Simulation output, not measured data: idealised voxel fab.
The name of this process module is voxel transistor to metal.
cross-section cut | 285 nm wide | cells 5 nm
Think of the cross-section as a grid of square cells. We describe it in bands, top to bottom, and each band covers one or more rows of those cells. Band: top height; bottom height; in nm. Then, left to right: material with width in nm, for each material. "everywhere": a single material spanning edge to edge. "air": empty space. Below 0: as-received wafer, all one material; heights counted from there. Lowest band: no bottom, goes on down, written "0 and below". It should be noted that a width expressed as "30..40" varies in equal increments from row to row of cells within the band, taking the value of the first number at the top row and that of the second number at the bottom row. "nothing changed" (step): cross-section cells unchanged, all of them. "Sealed-off cavities": empty spaces of 8 cells or more with no open way to the top, each given as width x height at distance, distance from the left edge, all in nm. Post-settings text on a step line: simulator's own remark regarding the step. overlay nm, on a step with a mask: how far to the right of its planned place the mask lay; to the left if negative.
**This section lists the process steps that were planned**
1 RECEIVE (material Si)
2 OXIDIZE (depth nm 5)
3 CONFORMAL_DEP (material SiN; thk nm 10)
4 DIRECTIONAL_DEP (material aC; thk nm 10)
5 PATTERN (tone cover; mask id ACTIVE; material resist; width nm 115; pitch nm 135; thk nm 30; overlay nm 0)
6 DIRECTIONAL_ETCH (etch materials aC; depth nm 10)
7 STRIP (etch materials resist)
8 DIRECTIONAL_ETCH (etch materials SiN; depth nm 10)
9 DIRECTIONAL_ETCH (etch materials SiO2; depth nm 5)
10 DIRECTIONAL_ETCH (etch materials Si; depth nm 35)
11 STRIP (etch materials aC)
12 OXIDIZE (depth nm 5)
13 FILL_DEP (material SiO2; thk nm 10)
14 CMP (height nm 10)
15 SELECTIVE_ETCH (etch materials SiO2; depth nm 5)
16 STRIP (etch materials SiN)
17 SELECTIVE_ETCH (etch materials SiO2; depth nm 5)
18 OXIDIZE (depth nm 5)
19 DIRECTIONAL_DEP (material polySi; thk nm 20)
20 DIRECTIONAL_DEP (material SiCN; thk nm 10)
21 MASKED_ETCH (tone cover; mask id GATE; width nm 35; pitch nm 135; etch materials SiCN; depth nm 20; overlay nm 0)
22 MASKED_ETCH (tone cover; mask id GATE; width nm 35; pitch nm 135; etch materials polySi; depth nm 30; overlay nm 0)
23 CONFORMAL_DEP (material SiN; thk nm 10)
24 DIRECTIONAL_ETCH (etch materials SiN; depth nm 10)
25 DIRECTIONAL_ETCH (etch materials SiO2; depth nm 5)
26 EPI (material SiGe; thk nm 5)
27 FILL_DEP (material SiO2; thk nm 5)
28 CMP (height nm 15)
29 STRIP (etch materials polySi)
30 SELECTIVE_ETCH (etch materials SiO2; depth nm 5)
31 CONFORMAL_DEP (material HfO2; thk nm 5)
32 CONFORMAL_DEP (material TiN; thk nm 5)
33 FILL_DEP (material W; thk nm 5)
34 CMP (height nm 10)
35 DIRECTIONAL_DEP (material SiO2; thk nm 10)
36 DIRECTIONAL_DEP (material aC; thk nm 15)
37 PATTERN (tone open; mask id CONTACT; material resist; width nm 15; thk nm 30; overlay nm 0)
38 DIRECTIONAL_ETCH (etch materials aC; depth nm 15)
39 STRIP (etch materials resist)
40 DIRECTIONAL_ETCH (etch materials SiO2; depth nm 25)
41 STRIP (etch materials aC)
42 CONFORMAL_DEP (material TiN; thk nm 5)
43 FILL_DEP (material W; thk nm 10)
44 CMP (height nm 20)
45 CONFORMAL_DEP (material SiN; thk nm 5)
46 DIRECTIONAL_DEP (material lowk; thk nm 20)
47 PATTERN (tone open; mask id METAL_1; material resist; width nm 15; thk nm 15; overlay nm 0)
48 DIRECTIONAL_ETCH (etch materials lowk; depth nm 20)
49 DIRECTIONAL_ETCH (etch materials SiN; depth nm 5)
50 STRIP (etch materials resist)
51 CONFORMAL_DEP (material TiN; thk nm 5)
52 FILL_DEP (material Cu; thk nm 5)
53 CMP (height nm 45)
54 EPI (material Ru; thk nm 5)
55 FILL_DEP (material SiCN; thk nm 5)
**Incoming wafer in cross-section (state: after step 1)**
- 0 and below = Si everywhere
- Sealed-off cavities: none
**The module was run from the start shown above using the plan shown above, but one mistake was made doing it; the resulting wafer cross-section is below**
- 55 down to 50 = SiCN everywhere
- 50 down to 45 = SiCN: 20, then Ru: 25, then SiCN: 55, then Ru: 25, then SiCN: 30, then Ru: 25, then SiCN: 55, then Ru: 25, then SiCN: 25
- 45 down to 25 = lowk: 25, then TiN: 5, then Cu: 5, then TiN: 5, then lowk: 65, then TiN: 5, then Cu: 5, then TiN: 5, then lowk: 40, then TiN: 5, then Cu: 5, then TiN: 5, then lowk: 65, then TiN: 5, then Cu: 5, then TiN: 5, then lowk: 30
- 25 down to 20 = SiN: 25, then TiN: 15, then SiN: 65, then TiN: 15, then SiN: 40, then TiN: 15, then SiN: 65, then TiN: 15, then SiN: 30
- 20 down to 15 = SiO2: 15, then TiN: 5, then W: 5, then TiN: 5, then SiO2: 65, then TiN: 5, then W: 5, then TiN: 5, then SiO2: 40, then TiN: 5, then W: 5, then TiN: 5, then SiO2: 65, then TiN: 5, then W: 5, then TiN: 5, then SiO2: 40
- 15 down to 10 = SiO2: 15, then TiN: 5, then W: 5, then TiN: 5, then SiO2: 65, then TiN: 15, then SiO2: 40, then TiN: 5, then W: 5, then TiN: 5, then SiO2: 65, then TiN: 15, then SiO2: 40
- 10 down to 5 = SiO2: 15, then TiN: 5, then W: 5, then TiN: 5, then SiO2: 15, then SiN: 10, then HfO2: 5, then TiN: 5, then W: 15, then TiN: 5, then HfO2: 5, then SiN: 10, then TiN: 10, then SiO2: 40, then TiN: 5, then W: 5, then TiN: 5, then SiO2: 15, then SiN: 10, then HfO2: 5, then TiN: 5, then W: 15, then TiN: 5, then HfO2: 5, then SiN: 10, then TiN: 10, then SiO2: 40
- 5 down to 0 = SiO2: 15, then TiN: 15, then SiO2: 15, then SiN: 10, then HfO2: 5, then TiN: 5, then W: 15, then TiN: 5, then HfO2: 5, then SiN: 10, then TiN: 10, then SiO2: 40, then TiN: 15, then SiO2: 15, then SiN: 10, then HfO2: 5, then TiN: 5, then W: 15, then TiN: 5, then HfO2: 5, then SiN: 10, then TiN: 10, then SiO2: 40
- 0 down to -5 = SiO2: 10, then SiN: 10, then TiN: 10, then SiO2: 15, then SiN: 10, then HfO2: 5, then TiN: 25, then HfO2: 5, then SiN: 10, then TiN: 10, then SiO2: 15, then SiN: 10, then SiO2: 10, then SiN: 10, then TiN: 10, then SiO2: 15, then SiN: 10, then HfO2: 5, then TiN: 25, then HfO2: 5, then SiN: 10, then TiN: 10, then SiO2: 15, then SiN: 10, then SiO2: 15
- -5 down to -10 = SiO2: 20, then SiGe: 25, then SiO2: 5, then HfO2: 45, then SiO2: 5, then SiGe: 25, then SiO2: 30, then SiGe: 25, then SiO2: 5, then HfO2: 45, then SiO2: 5, then SiGe: 25, then SiO2: 25
- -10 down to -45 = SiO2: 20, then Si: 105, then SiO2: 30, then Si: 105, then SiO2: 25
- -45 and below = Si everywhere
- Sealed-off cavities: none
The mistake made against the process plan was this: rather than as planned, step 37 actually ran as PATTERN (tone open; mask id CONTACT; material resist; width nm 15; thk nm 30; overlay nm -10)
